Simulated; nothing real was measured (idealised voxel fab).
process module | voxel fin reveal
Shown is cross-section cut, with a width of 250 nm and square cells of size 5 nm.
The cross-sections in this document take the form of a grid made of square cells. They are written out as bands, in order from top to bottom. Each band consists of one or more rows of cells.
Band: top height; bottom height; in nm. Then, left to right: material with width in nm, for each material. "everywhere": a single material spanning edge to edge. "blank": empty space.
All heights in this document are referenced to 0, defined as the level beneath which the wafer, as received, consists entirely of one material. The lowest band is not bounded below; it extends indefinitely downward and is written in the form "0 nm and below".
When a width is written as two numbers, as in "30->40", the first number is the width in the top row of cells of the band and the second is the width in its bottom row, and the width changes by the same amount from each row to the next.
Where a step carries "nothing different", the cross-section came out of it unchanged, cell for cell.
"Completely enclosed voids" contains a list of empty spaces, each no smaller than 8 cells and without an open way to the top, written in the form width x height at distance with the distance from the left edge and all three in nm.
Whatever follows a step's settings on its line is a remark the simulator itself makes about that step.
overlay nm: where the mask lay relative to plan, measured to the right, on steps with a mask; negatives go left.
Note on reading: below, each pair holds a cross-section from before one process step and one from after it; the one from after shows only down to the lowest band that changed. Beneath the pair, the step in between is stated along with its settings. The pairs can stem from different runs of this module on the same starting wafer. Where a pair's entry headed "Before step" says so, and only there, that pair continues from the pair above it.

BEFORE STEP
  0 nm and below  Si everywhere
  Completely enclosed voids: none

SECTION AFTER PROCESSING
  5 nm to 0 nm  SiN everywhere
  Anything lower than 0 is untouched.
  Completely enclosed voids: none
Step between the cross-sections above: CONFORMAL_DEP with material SiN, thk nm 5

Before step: cross-section not repeated; it is the one shown after the step in the pair just above.

SECTION AFTER PROCESSING
  20 nm to 5 nm  aC everywhere
  Anything lower than 5 is untouched.
  Completely enclosed voids: none
Step between the cross-sections above: DIRECTIONAL_DEP with material aC, thk nm 15

Before step: cross-section not repeated; it is the one shown after the step in the pair just above.

SECTION AFTER PROCESSING
  55 nm to 20 nm  blank 65 nm  resist 15 nm  blank 20 nm  resist 15 nm  blank 20 nm  resist 15 nm  blank 20 nm  resist 15 nm  blank 65 nm
  Anything lower than 20 is untouched.
  Completely enclosed voids: none
Step between the cross-sections above: PATTERN with tone cover, mask id FINS, material resist, width nm 15, pitch nm 35, thk nm 35, overlay nm 0

Before step: cross-section not repeated; it is the one shown after the step in the pair just above.

SECTION AFTER PROCESSING
  40 nm to 20 nm  blank 65 nm  resist 15 nm  blank 20 nm  resist 15 nm  blank 20 nm  resist 15 nm  blank 20 nm  resist 15 nm  blank 65 nm
  20 nm to 5 nm  blank 65 nm  aC 15 nm  blank 20 nm  aC 15 nm  blank 20 nm  aC 15 nm  blank 20 nm  aC 15 nm  blank 65 nm
  Anything lower than 5 is untouched.
  Completely enclosed voids: none
Step between the cross-sections above: DIRECTIONAL_ETCH with etch materials aC, depth nm 15

Before step: cross-section not repeated; it is the one shown after the step in the pair just above.

SECTION AFTER PROCESSING
  20 nm to 5 nm  blank 65 nm  aC 15 nm  blank 20 nm  aC 15 nm  blank 20 nm  aC 15 nm  blank 20 nm  aC 15 nm  blank 65 nm
  Anything lower than 5 is untouched.
  Completely enclosed voids: none
Step between the cross-sections above: STRIP with etch materials resist

Before step: cross-section not repeated; it is the one shown after the step in the pair just above.

SECTION AFTER PROCESSING
  20 nm to 5 nm  blank 65 nm  aC 15 nm  blank 20 nm  aC 15 nm  blank 20 nm  aC 15 nm  blank 20 nm  aC 15 nm  blank 65 nm
  5 nm to 0 nm  blank 65 nm  SiN 15 nm  blank 20 nm  SiN 15 nm  blank 20 nm  SiN 15 nm  blank 20 nm  SiN 15 nm  blank 65 nm
  Anything lower than 0 is untouched.
  Completely enclosed voids: none
Step between the cross-sections above: DIRECTIONAL_ETCH with etch materials SiN, depth nm 5

Before step: cross-section not repeated; it is the one shown after the step in the pair just above.

SECTION AFTER PROCESSING
  20 nm to 5 nm  blank 65 nm  aC 15 nm  blank 20 nm  aC 15 nm  blank 20 nm  aC 15 nm  blank 20 nm  aC 15 nm  blank 65 nm
  5 nm to 0 nm  blank 65 nm  SiN 15 nm  blank 20 nm  SiN 15 nm  blank 20 nm  SiN 15 nm  blank 20 nm  SiN 15 nm  blank 65 nm
  0 nm to -30 nm  blank 65 nm  Si 15 nm  blank 20 nm  Si 15 nm  blank 20 nm  Si 15 nm  blank 20 nm  Si 15 nm  blank 65 nm
  Anything lower than -30 is untouched.
  Completely enclosed voids: none
Step between the cross-sections above: DIRECTIONAL_ETCH with etch materials Si, depth nm 30

Before step: cross-section not repeated; it is the one shown after the step in the pair just above.

SECTION AFTER PROCESSING
  5 nm to 0 nm  blank 65 nm  SiN 15 nm  blank 20 nm  SiN 15 nm  blank 20 nm  SiN 15 nm  blank 20 nm  SiN 15 nm  blank 65 nm
  Anything lower than 0 is untouched.
  Completely enclosed voids: none
Step between the cross-sections above: STRIP with etch materials aC

Before step: cross-section not repeated; it is the one shown after the step in the pair just above.

SECTION AFTER PROCESSING
  10 nm to 5 nm  SiO2 everywhere
  5 nm to 0 nm  SiO2 65 nm  SiN 15 nm  SiO2 20 nm  SiN 15 nm  SiO2 20 nm  SiN 15 nm  SiO2 20 nm  SiN 15 nm  SiO2 65 nm
  0 nm to -30 nm  SiO2 65 nm  Si 15 nm  SiO2 20 nm  Si 15 nm  SiO2 20 nm  Si 15 nm  SiO2 20 nm  Si 15 nm  SiO2 65 nm
  Anything lower than -30 is untouched.
  Completely enclosed voids: none
Step between the cross-sections above: FILL_DEP with material SiO2, thk nm 5

Before step: cross-section not repeated; it is the one shown after the step in the pair just above.

SECTION AFTER PROCESSING
  5 nm to 0 nm  SiO2 65 nm  SiN 15 nm  SiO2 20 nm  SiN 15 nm  SiO2 20 nm  SiN 15 nm  SiO2 20 nm  SiN 15 nm  SiO2 65 nm
  Anything lower than 0 is untouched.
  Completely enclosed voids: none
Step between the cross-sections above: CMP with height nm 5

Before step: cross-section not repeated; it is the one shown after the step in the pair just above.

SECTION AFTER PROCESSING
  5 nm to 0 nm  blank 65 nm  SiN 15 nm  blank 20 nm  SiN 15 nm  blank 20 nm  SiN 15 nm  blank 20 nm  SiN 15 nm  blank 65 nm
  0 nm to -20 nm  blank 65 nm  Si 15 nm  blank 20 nm  Si 15 nm  blank 20 nm  Si 15 nm  blank 20 nm  Si 15 nm  blank 65 nm
  Anything lower than -20 is untouched.
  Completely enclosed voids: none
Step between the cross-sections above: SELECTIVE_ETCH with etch materials SiO2, depth nm 25

Before step: cross-section not repeated; it is the one shown after the step in the pair just above.

SECTION AFTER PROCESSING
  0 nm to -20 nm  blank 65 nm  Si 15 nm  blank 20 nm  Si 15 nm  blank 20 nm  Si 15 nm  blank 20 nm  Si 15 nm  blank 65 nm
  Anything lower than -20 is untouched.
  Completely enclosed voids: none
Step between the cross-sections above: STRIP with etch materials SiN

Before step: cross-section not repeated; it is the one shown after the step in the pair just above.

SECTION AFTER PROCESSING
  5 nm to 0 nm  blank 60 nm  HfO2 25 nm  blank 10 nm  HfO2 25 nm  blank 10 nm  HfO2 25 nm  blank 10 nm  HfO2 25 nm  blank 60 nm
  0 nm to -15 nm  blank 60 nm  HfO2 5 nm  Si 15 nm  HfO2 5 nm  blank 10 nm  HfO2 5 nm  Si 15 nm  HfO2 5 nm  blank 10 nm  HfO2 5 nm  Si 15 nm  HfO2 5 nm  blank 10 nm  HfO2 5 nm  Si 15 nm  HfO2 5 nm  blank 60 nm
  -15 nm to -20 nm  HfO2 65 nm  Si 15 nm  HfO2 20 nm  Si 15 nm  HfO2 20 nm  Si 15 nm  HfO2 20 nm  Si 15 nm  HfO2 65 nm
  Anything lower than -20 is untouched.
  Completely enclosed voids: none
Step between the cross-sections above: CONFORMAL_DEP with material HfO2, thk nm 5

BEFORE STEP
  20 nm to 5 nm  blank 65 nm  aC 15 nm  blank 20 nm  aC 15 nm  blank 20 nm  aC 15 nm  blank 20 nm  aC 15 nm  blank 65 nm
  5 nm to 0 nm  blank 65 nm  SiN 15 nm  blank 20 nm  SiN 15 nm  blank 20 nm  SiN 15 nm  blank 20 nm  SiN 15 nm  blank 65 nm
  0 nm to -30 nm  blank 65 nm  Si 15 nm  blank 20 nm  Si 15 nm  blank 20 nm  Si 15 nm  blank 20 nm  Si 15 nm  blank 65 nm
  -30 nm and below  Si everywhere
  Completely enclosed voids: none

SECTION AFTER PROCESSING
  20 nm to 5 nm  blank 65 nm  aC 15 nm  blank 20 nm  aC 15 nm  blank 20 nm  aC 15 nm  blank 20 nm  aC 15 nm  blank 65 nm
  5 nm to 0 nm  blank 65 nm  SiN 15 nm  blank 20 nm  SiN 15 nm  blank 20 nm  SiN 15 nm  blank 20 nm  SiN 15 nm  blank 65 nm
  0 nm to -60 nm  blank 65 nm  Si 15 nm  blank 20 nm  Si 15 nm  blank 20 nm  Si 15 nm  blank 20 nm  Si 15 nm  blank 65 nm
  Anything lower than -60 is untouched.
  Completely enclosed voids: none
Step between the cross-sections above: DIRECTIONAL_ETCH with etch materials Si, depth nm 30

Before step: cross-section not repeated; it is the one shown after the step in the pair just above.

SECTION AFTER PROCESSING
  5 nm to 0 nm  blank 65 nm  SiN 15 nm  blank 20 nm  SiN 15 nm  blank 20 nm  SiN 15 nm  blank 20 nm  SiN 15 nm  blank 65 nm
  Anything lower than 0 is untouched.
  Completely enclosed voids: none
Step between the cross-sections above: STRIP with etch materials aC

Before step: cross-section not repeated; it is the one shown after the step in the pair just above.

SECTION AFTER PROCESSING
  10 nm to 5 nm  SiO2 everywhere
  5 nm to 0 nm  SiO2 65 nm  SiN 15 nm  SiO2 20 nm  SiN 15 nm  SiO2 20 nm  SiN 15 nm  SiO2 20 nm  SiN 15 nm  SiO2 65 nm
  0 nm to -60 nm  SiO2 65 nm  Si 15 nm  SiO2 20 nm  Si 15 nm  SiO2 20 nm  Si 15 nm  SiO2 20 nm  Si 15 nm  SiO2 65 nm
  Anything lower than -60 is untouched.
  Completely enclosed voids: none
Step between the cross-sections above: FILL_DEP with material SiO2, thk nm 5

Before step: cross-section not repeated; it is the one shown after the step in the pair just above.

SECTION AFTER PROCESSING
  5 nm to 0 nm  SiO2 65 nm  SiN 15 nm  SiO2 20 nm  SiN 15 nm  SiO2 20 nm  SiN 15 nm  SiO2 20 nm  SiN 15 nm  SiO2 65 nm
  Anything lower than 0 is untouched.
  Completely enclosed voids: none
Step between the cross-sections above: CMP with height nm 5

Before step: cross-section not repeated; it is the one shown after the step in the pair just above.

SECTION AFTER PROCESSING
  5 nm to 0 nm  blank 65 nm  SiN 15 nm  blank 20 nm  SiN 15 nm  blank 20 nm  SiN 15 nm  blank 20 nm  SiN 15 nm  blank 65 nm
  0 nm to -20 nm  blank 65 nm  Si 15 nm  blank 20 nm  Si 15 nm  blank 20 nm  Si 15 nm  blank 20 nm  Si 15 nm  blank 65 nm
  Anything lower than -20 is untouched.
  Completely enclosed voids: none
Step between the cross-sections above: SELECTIVE_ETCH with etch materials SiO2, depth nm 25

Before step: cross-section not repeated; it is the one shown after the step in the pair just above.

SECTION AFTER PROCESSING
  0 nm to -20 nm  blank 65 nm  Si 15 nm  blank 20 nm  Si 15 nm  blank 20 nm  Si 15 nm  blank 20 nm  Si 15 nm  blank 65 nm
  Anything lower than -20 is untouched.
  Completely enclosed voids: none
Step between the cross-sections above: STRIP with etch materials SiN

Before step: cross-section not repeated; it is the one shown after the step in the pair just above.

SECTION AFTER PROCESSING
  5 nm to 0 nm  blank 60 nm  HfO2 25 nm  blank 10 nm  HfO2 25 nm  blank 10 nm  HfO2 25 nm  blank 10 nm  HfO2 25 nm  blank 60 nm
  0 nm to -15 nm  blank 60 nm  HfO2 5 nm  Si 15 nm  HfO2 5 nm  blank 10 nm  HfO2 5 nm  Si 15 nm  HfO2 5 nm  blank 10 nm  HfO2 5 nm  Si 15 nm  HfO2 5 nm  blank 10 nm  HfO2 5 nm  Si 15 nm  HfO2 5 nm  blank 60 nm
  -15 nm to -20 nm  HfO2 65 nm  Si 15 nm  HfO2 20 nm  Si 15 nm  HfO2 20 nm  Si 15 nm  HfO2 20 nm  Si 15 nm  HfO2 65 nm
  Anything lower than -20 is untouched.
  Completely enclosed voids: none
Step between the cross-sections above: CONFORMAL_DEP with material HfO2, thk nm 5

BEFORE STEP
  5 nm to 0 nm  SiO2 65 nm  SiN 15 nm  SiO2 20 nm  SiN 15 nm  SiO2 20 nm  SiN 15 nm  SiO2 20 nm  SiN 15 nm  SiO2 65 nm
  0 nm to -30 nm  SiO2 65 nm  Si 15 nm  SiO2 20 nm  Si 15 nm  SiO2 20 nm  Si 15 nm  SiO2 20 nm  Si 15 nm  SiO2 65 nm
  -30 nm and below  Si everywhere
  Completely enclosed voids: none

SECTION AFTER PROCESSING
  5 nm to 0 nm  SiO2 65 nm  blank 15 nm  SiO2 20 nm  blank 15 nm  SiO2 20 nm  blank 15 nm  SiO2 20 nm  blank 15 nm  SiO2 65 nm
  Anything lower than 0 is untouched.
  Completely enclosed voids: none
Step between the cross-sections above: STRIP with etch materials SiN

Before step: cross-section not repeated; it is the one shown after the step in the pair just above.

SECTION AFTER PROCESSING
  0 nm to -20 nm  blank 65 nm  Si 15 nm  blank 20 nm  Si 15 nm  blank 20 nm  Si 15 nm  blank 20 nm  Si 15 nm  blank 65 nm
  -20 nm to -25 nm  SiO2 40 nm  blank 25 nm  Si 15 nm  blank 20 nm  Si 15 nm  blank 20 nm  Si 15 nm  blank 20 nm  Si 15 nm  blank 25 nm  SiO2 40 nm
  Anything lower than -25 is untouched.
  Completely enclosed voids: none
Step between the cross-sections above: SELECTIVE_ETCH with etch materials SiO2, depth nm 25

Before step: cross-section not repeated; it is the one shown after the step in the pair just above.

SECTION AFTER PROCESSING
  5 nm to 0 nm  blank 60 nm  HfO2 25 nm  blank 10 nm  HfO2 25 nm  blank 10 nm  HfO2 25 nm  blank 10 nm  HfO2 25 nm  blank 60 nm
  0 nm to -15 nm  blank 60 nm  HfO2 5 nm  Si 15 nm  HfO2 5 nm  blank 10 nm  HfO2 5 nm  Si 15 nm  HfO2 5 nm  blank 10 nm  HfO2 5 nm  Si 15 nm  HfO2 5 nm  blank 10 nm  HfO2 5 nm  Si 15 nm  HfO2 5 nm  blank 60 nm
  -15 nm to -20 nm  HfO2 45 nm  blank 15 nm  HfO2 5 nm  Si 15 nm  HfO2 5 nm  blank 10 nm  HfO2 5 nm  Si 15 nm  HfO2 5 nm  blank 10 nm  HfO2 5 nm  Si 15 nm  HfO2 5 nm  blank 10 nm  HfO2 5 nm  Si 15 nm  HfO2 5 nm  blank 15 nm  HfO2 45 nm
  -20 nm to -25 nm  SiO2 40 nm  HfO2 25 nm  Si 15 nm  HfO2 20 nm  Si 15 nm  HfO2 20 nm  Si 15 nm  HfO2 20 nm  Si 15 nm  HfO2 25 nm  SiO2 40 nm
  Anything lower than -25 is untouched.
  Completely enclosed voids: none
Step between the cross-sections above: CONFORMAL_DEP with material HfO2, thk nm 5

BEFORE STEP
  20 nm to 5 nm  blank 65 nm  aC 15 nm  blank 20 nm  aC 15 nm  blank 20 nm  aC 15 nm  blank 20 nm  aC 15 nm  blank 65 nm
  5 nm to 0 nm  blank 65 nm  SiN 15 nm  blank 20 nm  SiN 15 nm  blank 20 nm  SiN 15 nm  blank 20 nm  SiN 15 nm  blank 65 nm
  0 nm and below  Si everywhere
  Completely enclosed voids: none

SECTION AFTER PROCESSING
  20 nm to 5 nm  blank 65 nm  aC 15 nm  blank 20 nm  aC 15 nm  blank 20 nm  aC 15 nm  blank 20 nm  aC 15 nm  blank 65 nm
  5 nm to 0 nm  blank 65 nm  SiN 15 nm  blank 20 nm  SiN 15 nm  blank 20 nm  SiN 15 nm  blank 20 nm  SiN 15 nm  blank 65 nm
  0 nm to -25 nm  blank 65 nm  Si 15 nm  blank 20 nm  Si 15 nm  blank 20 nm  Si 15 nm  blank 20 nm  Si 15 nm  blank 65 nm
  Anything lower than -25 is untouched.
  Completely enclosed voids: none
Step between the cross-sections above: DIRECTIONAL_ETCH with etch materials Si, depth nm 25

Before step: cross-section not repeated; it is the one shown after the step in the pair just above.

SECTION AFTER PROCESSING
  5 nm to 0 nm  blank 65 nm  SiN 15 nm  blank 20 nm  SiN 15 nm  blank 20 nm  SiN 15 nm  blank 20 nm  SiN 15 nm  blank 65 nm
  Anything lower than 0 is untouched.
  Completely enclosed voids: none
Step between the cross-sections above: STRIP with etch materials aC

Before step: cross-section not repeated; it is the one shown after the step in the pair just above.

SECTION AFTER PROCESSING
  10 nm to 5 nm  SiO2 everywhere
  5 nm to 0 nm  SiO2 65 nm  SiN 15 nm  SiO2 20 nm  SiN 15 nm  SiO2 20 nm  SiN 15 nm  SiO2 20 nm  SiN 15 nm  SiO2 65 nm
  0 nm to -25 nm  SiO2 65 nm  Si 15 nm  SiO2 20 nm  Si 15 nm  SiO2 20 nm  Si 15 nm  SiO2 20 nm  Si 15 nm  SiO2 65 nm
  Anything lower than -25 is untouched.
  Completely enclosed voids: none
Step between the cross-sections above: FILL_DEP with material SiO2, thk nm 5

Before step: cross-section not repeated; it is the one shown after the step in the pair just above.

SECTION AFTER PROCESSING
  5 nm to 0 nm  SiO2 65 nm  SiN 15 nm  SiO2 20 nm  SiN 15 nm  SiO2 20 nm  SiN 15 nm  SiO2 20 nm  SiN 15 nm  SiO2 65 nm
  Anything lower than 0 is untouched.
  Completely enclosed voids: none
Step between the cross-sections above: CMP with height nm 5

Before step: cross-section not repeated; it is the one shown after the step in the pair just above.

SECTION AFTER PROCESSING
  5 nm to 0 nm  blank 65 nm  SiN 15 nm  blank 20 nm  SiN 15 nm  blank 20 nm  SiN 15 nm  blank 20 nm  SiN 15 nm  blank 65 nm
  0 nm to -20 nm  blank 65 nm  Si 15 nm  blank 20 nm  Si 15 nm  blank 20 nm  Si 15 nm  blank 20 nm  Si 15 nm  blank 65 nm
  Anything lower than -20 is untouched.
  Completely enclosed voids: none
Step between the cross-sections above: SELECTIVE_ETCH with etch materials SiO2, depth nm 25

Before step: cross-section not repeated; it is the one shown after the step in the pair just above.

SECTION AFTER PROCESSING
  0 nm to -20 nm  blank 65 nm  Si 15 nm  blank 20 nm  Si 15 nm  blank 20 nm  Si 15 nm  blank 20 nm  Si 15 nm  blank 65 nm
  Anything lower than -20 is untouched.
  Completely enclosed voids: none
Step between the cross-sections above: STRIP with etch materials SiN

Before step: cross-section not repeated; it is the one shown after the step in the pair just above.

SECTION AFTER PROCESSING
  5 nm to 0 nm  blank 60 nm  HfO2 25 nm  blank 10 nm  HfO2 25 nm  blank 10 nm  HfO2 25 nm  blank 10 nm  HfO2 25 nm  blank 60 nm
  0 nm to -15 nm  blank 60 nm  HfO2 5 nm  Si 15 nm  HfO2 5 nm  blank 10 nm  HfO2 5 nm  Si 15 nm  HfO2 5 nm  blank 10 nm  HfO2 5 nm  Si 15 nm  HfO2 5 nm  blank 10 nm  HfO2 5 nm  Si 15 nm  HfO2 5 nm  blank 60 nm
  -15 nm to -20 nm  HfO2 65 nm  Si 15 nm  HfO2 20 nm  Si 15 nm  HfO2 20 nm  Si 15 nm  HfO2 20 nm  Si 15 nm  HfO2 65 nm
  Anything lower than -20 is untouched.
  Completely enclosed voids: none
Step between the cross-sections above: CONFORMAL_DEP with material HfO2, thk nm 5

BEFORE STEP
  20 nm to 5 nm  aC everywhere
  5 nm to 0 nm  SiN everywhere
  0 nm and below  Si everywhere
  Completely enclosed voids: none

SECTION AFTER PROCESSING
  55 nm to 20 nm  blank 65 nm  resist 20 nm  blank 15 nm  resist 20 nm  blank 15 nm  resist 20 nm  blank 15 nm  resist 20 nm  blank 60 nm
  Anything lower than 20 is untouched.
  Completely enclosed voids: none
Step between the cross-sections above: PATTERN with tone cover, mask id FINS, material resist, width nm 20, pitch nm 35, thk nm 35, overlay nm 0

Before step: cross-section not repeated; it is the one shown after the step in the pair just above.

SECTION AFTER PROCESSING
  40 nm to 20 nm  blank 65 nm  resist 20 nm  blank 15 nm  resist 20 nm  blank 15 nm  resist 20 nm  blank 15 nm  resist 20 nm  blank 60 nm
  20 nm to 5 nm  blank 65 nm  aC 20 nm  blank 15 nm  aC 20 nm  blank 15 nm  aC 20 nm  blank 15 nm  aC 20 nm  blank 60 nm
  Anything lower than 5 is untouched.
  Completely enclosed voids: none
Step between the cross-sections above: DIRECTIONAL_ETCH with etch materials aC, depth nm 15

Before step: cross-section not repeated; it is the one shown after the step in the pair just above.

SECTION AFTER PROCESSING
  20 nm to 5 nm  blank 65 nm  aC 20 nm  blank 15 nm  aC 20 nm  blank 15 nm  aC 20 nm  blank 15 nm  aC 20 nm  blank 60 nm
  Anything lower than 5 is untouched.
  Completely enclosed voids: none
Step between the cross-sections above: STRIP with etch materials resist

Before step: cross-section not repeated; it is the one shown after the step in the pair just above.

SECTION AFTER PROCESSING
  20 nm to 5 nm  blank 65 nm  aC 20 nm  blank 15 nm  aC 20 nm  blank 15 nm  aC 20 nm  blank 15 nm  aC 20 nm  blank 60 nm
  5 nm to 0 nm  blank 65 nm  SiN 20 nm  blank 15 nm  SiN 20 nm  blank 15 nm  SiN 20 nm  blank 15 nm  SiN 20 nm  blank 60 nm
  Anything lower than 0 is untouched.
  Completely enclosed voids: none
Step between the cross-sections above: DIRECTIONAL_ETCH with etch materials SiN, depth nm 5

Before step: cross-section not repeated; it is the one shown after the step in the pair just above.

SECTION AFTER PROCESSING
  20 nm to 5 nm  blank 65 nm  aC 20 nm  blank 15 nm  aC 20 nm  blank 15 nm  aC 20 nm  blank 15 nm  aC 20 nm  blank 60 nm
  5 nm to 0 nm  blank 65 nm  SiN 20 nm  blank 15 nm  SiN 20 nm  blank 15 nm  SiN 20 nm  blank 15 nm  SiN 20 nm  blank 60 nm
  0 nm to -30 nm  blank 65 nm  Si 20 nm  blank 15 nm  Si 20 nm  blank 15 nm  Si 20 nm  blank 15 nm  Si 20 nm  blank 60 nm
  Anything lower than -30 is untouched.
  Completely enclosed voids: none
Step between the cross-sections above: DIRECTIONAL_ETCH with etch materials Si, depth nm 30

Before step: cross-section not repeated; it is the one shown after the step in the pair just above.

SECTION AFTER PROCESSING
  5 nm to 0 nm  blank 65 nm  SiN 20 nm  blank 15 nm  SiN 20 nm  blank 15 nm  SiN 20 nm  blank 15 nm  SiN 20 nm  blank 60 nm
  Anything lower than 0 is untouched.
  Completely enclosed voids: none
Step between the cross-sections above: STRIP with etch materials aC

Before step: cross-section not repeated; it is the one shown after the step in the pair just above.

SECTION AFTER PROCESSING
  10 nm to 5 nm  SiO2 everywhere
  5 nm to 0 nm  SiO2 65 nm  SiN 20 nm  SiO2 15 nm  SiN 20 nm  SiO2 15 nm  SiN 20 nm  SiO2 15 nm  SiN 20 nm  SiO2 60 nm
  0 nm to -30 nm  SiO2 65 nm  Si 20 nm  SiO2 15 nm  Si 20 nm  SiO2 15 nm  Si 20 nm  SiO2 15 nm  Si 20 nm  SiO2 60 nm
  Anything lower than -30 is untouched.
  Completely enclosed voids: none
Step between the cross-sections above: FILL_DEP with material SiO2, thk nm 5

Before step: cross-section not repeated; it is the one shown after the step in the pair just above.

SECTION AFTER PROCESSING
  5 nm to 0 nm  SiO2 65 nm  SiN 20 nm  SiO2 15 nm  SiN 20 nm  SiO2 15 nm  SiN 20 nm  SiO2 15 nm  SiN 20 nm  SiO2 60 nm
  Anything lower than 0 is untouched.
  Completely enclosed voids: none
Step between the cross-sections above: CMP with height nm 5

Before step: cross-section not repeated; it is the one shown after the step in the pair just above.

SECTION AFTER PROCESSING
  5 nm to 0 nm  blank 65 nm  SiN 20 nm  blank 15 nm  SiN 20 nm  blank 15 nm  SiN 20 nm  blank 15 nm  SiN 20 nm  blank 60 nm
  0 nm to -20 nm  blank 65 nm  Si 20 nm  blank 15 nm  Si 20 nm  blank 15 nm  Si 20 nm  blank 15 nm  Si 20 nm  blank 60 nm
  Anything lower than -20 is untouched.
  Completely enclosed voids: none
Step between the cross-sections above: SELECTIVE_ETCH with etch materials SiO2, depth nm 25

Before step: cross-section not repeated; it is the one shown after the step in the pair just above.

SECTION AFTER PROCESSING
  0 nm to -20 nm  blank 65 nm  Si 20 nm  blank 15 nm  Si 20 nm  blank 15 nm  Si 20 nm  blank 15 nm  Si 20 nm  blank 60 nm
  Anything lower than -20 is untouched.
  Completely enclosed voids: none
Step between the cross-sections above: STRIP with etch materials SiN

Before step: cross-section not repeated; it is the one shown after the step in the pair just above.

SECTION AFTER PROCESSING
  5 nm to 0 nm  blank 60 nm  HfO2 30 nm  blank 5 nm  HfO2 30 nm  blank 5 nm  HfO2 30 nm  blank 5 nm  HfO2 30 nm  blank 55 nm
  0 nm to -15 nm  blank 60 nm  HfO2 5 nm  Si 20 nm  HfO2 5 nm  blank 5 nm  HfO2 5 nm  Si 20 nm  HfO2 5 nm  blank 5 nm  HfO2 5 nm  Si 20 nm  HfO2 5 nm  blank 5 nm  HfO2 5 nm  Si 20 nm  HfO2 5 nm  blank 55 nm
  -15 nm to -20 nm  HfO2 65 nm  Si 20 nm  HfO2 15 nm  Si 20 nm  HfO2 15 nm  Si 20 nm  HfO2 15 nm  Si 20 nm  HfO2 60 nm
  Anything lower than -20 is untouched.
  Completely enclosed voids: none
Step between the cross-sections above: CONFORMAL_DEP with material HfO2, thk nm 5

BEFORE STEP
  20 nm to 5 nm  aC everywhere
  5 nm to 0 nm  SiN everywhere
  0 nm and below  Si everywhere
  Completely enclosed voids: none

SECTION AFTER PROCESSING
  55 nm to 20 nm  blank 75 nm  resist 15 nm  blank 20 nm  resist 15 nm  blank 20 nm  resist 15 nm  blank 20 nm  resist 15 nm  blank 55 nm
  Anything lower than 20 is untouched.
  Completely enclosed voids: none
Step between the cross-sections above: PATTERN with tone cover, mask id FINS, material resist, width nm 15, pitch nm 35, thk nm 35, overlay nm 10

Before step: cross-section not repeated; it is the one shown after the step in the pair just above.

SECTION AFTER PROCESSING
  40 nm to 20 nm  blank 75 nm  resist 15 nm  blank 20 nm  resist 15 nm  blank 20 nm  resist 15 nm  blank 20 nm  resist 15 nm  blank 55 nm
  20 nm to 5 nm  blank 75 nm  aC 15 nm  blank 20 nm  aC 15 nm  blank 20 nm  aC 15 nm  blank 20 nm  aC 15 nm  blank 55 nm
  Anything lower than 5 is untouched.
  Completely enclosed voids: none
Step between the cross-sections above: DIRECTIONAL_ETCH with etch materials aC, depth nm 15

Before step: cross-section not repeated; it is the one shown after the step in the pair just above.

SECTION AFTER PROCESSING
  20 nm to 5 nm  blank 75 nm  aC 15 nm  blank 20 nm  aC 15 nm  blank 20 nm  aC 15 nm  blank 20 nm  aC 15 nm  blank 55 nm
  Anything lower than 5 is untouched.
  Completely enclosed voids: none
Step between the cross-sections above: STRIP with etch materials resist

Before step: cross-section not repeated; it is the one shown after the step in the pair just above.

SECTION AFTER PROCESSING
  20 nm to 5 nm  blank 75 nm  aC 15 nm  blank 20 nm  aC 15 nm  blank 20 nm  aC 15 nm  blank 20 nm  aC 15 nm  blank 55 nm
  5 nm to 0 nm  blank 75 nm  SiN 15 nm  blank 20 nm  SiN 15 nm  blank 20 nm  SiN 15 nm  blank 20 nm  SiN 15 nm  blank 55 nm
  Anything lower than 0 is untouched.
  Completely enclosed voids: none
Step between the cross-sections above: DIRECTIONAL_ETCH with etch materials SiN, depth nm 5

Before step: cross-section not repeated; it is the one shown after the step in the pair just above.

SECTION AFTER PROCESSING
  20 nm to 5 nm  blank 75 nm  aC 15 nm  blank 20 nm  aC 15 nm  blank 20 nm  aC 15 nm  blank 20 nm  aC 15 nm  blank 55 nm
  5 nm to 0 nm  blank 75 nm  SiN 15 nm  blank 20 nm  SiN 15 nm  blank 20 nm  SiN 15 nm  blank 20 nm  SiN 15 nm  blank 55 nm
  0 nm to -30 nm  blank 75 nm  Si 15 nm  blank 20 nm  Si 15 nm  blank 20 nm  Si 15 nm  blank 20 nm  Si 15 nm  blank 55 nm
  Anything lower than -30 is untouched.
  Completely enclosed voids: none
Step between the cross-sections above: DIRECTIONAL_ETCH with etch materials Si, depth nm 30

Before step: cross-section not repeated; it is the one shown after the step in the pair just above.

SECTION AFTER PROCESSING
  5 nm to 0 nm  blank 75 nm  SiN 15 nm  blank 20 nm  SiN 15 nm  blank 20 nm  SiN 15 nm  blank 20 nm  SiN 15 nm  blank 55 nm
  Anything lower than 0 is untouched.
  Completely enclosed voids: none
Step between the cross-sections above: STRIP with etch materials aC

Before step: cross-section not repeated; it is the one shown after the step in the pair just above.

SECTION AFTER PROCESSING
  10 nm to 5 nm  SiO2 everywhere
  5 nm to 0 nm  SiO2 75 nm  SiN 15 nm  SiO2 20 nm  SiN 15 nm  SiO2 20 nm  SiN 15 nm  SiO2 20 nm  SiN 15 nm  SiO2 55 nm
  0 nm to -30 nm  SiO2 75 nm  Si 15 nm  SiO2 20 nm  Si 15 nm  SiO2 20 nm  Si 15 nm  SiO2 20 nm  Si 15 nm  SiO2 55 nm
  Anything lower than -30 is untouched.
  Completely enclosed voids: none
Step between the cross-sections above: FILL_DEP with material SiO2, thk nm 5

Before step: cross-section not repeated; it is the one shown after the step in the pair just above.

SECTION AFTER PROCESSING
  5 nm to 0 nm  SiO2 75 nm  SiN 15 nm  SiO2 20 nm  SiN 15 nm  SiO2 20 nm  SiN 15 nm  SiO2 20 nm  SiN 15 nm  SiO2 55 nm
  Anything lower than 0 is untouched.
  Completely enclosed voids: none
Step between the cross-sections above: CMP with height nm 5

Before step: cross-section not repeated; it is the one shown after the step in the pair just above.

SECTION AFTER PROCESSING
  5 nm to 0 nm  blank 75 nm  SiN 15 nm  blank 20 nm  SiN 15 nm  blank 20 nm  SiN 15 nm  blank 20 nm  SiN 15 nm  blank 55 nm
  0 nm to -20 nm  blank 75 nm  Si 15 nm  blank 20 nm  Si 15 nm  blank 20 nm  Si 15 nm  blank 20 nm  Si 15 nm  blank 55 nm
  Anything lower than -20 is untouched.
  Completely enclosed voids: none
Step between the cross-sections above: SELECTIVE_ETCH with etch materials SiO2, depth nm 25

Before step: cross-section not repeated; it is the one shown after the step in the pair just above.

SECTION AFTER PROCESSING
  0 nm to -20 nm  blank 75 nm  Si 15 nm  blank 20 nm  Si 15 nm  blank 20 nm  Si 15 nm  blank 20 nm  Si 15 nm  blank 55 nm
  Anything lower than -20 is untouched.
  Completely enclosed voids: none
Step between the cross-sections above: STRIP with etch materials SiN
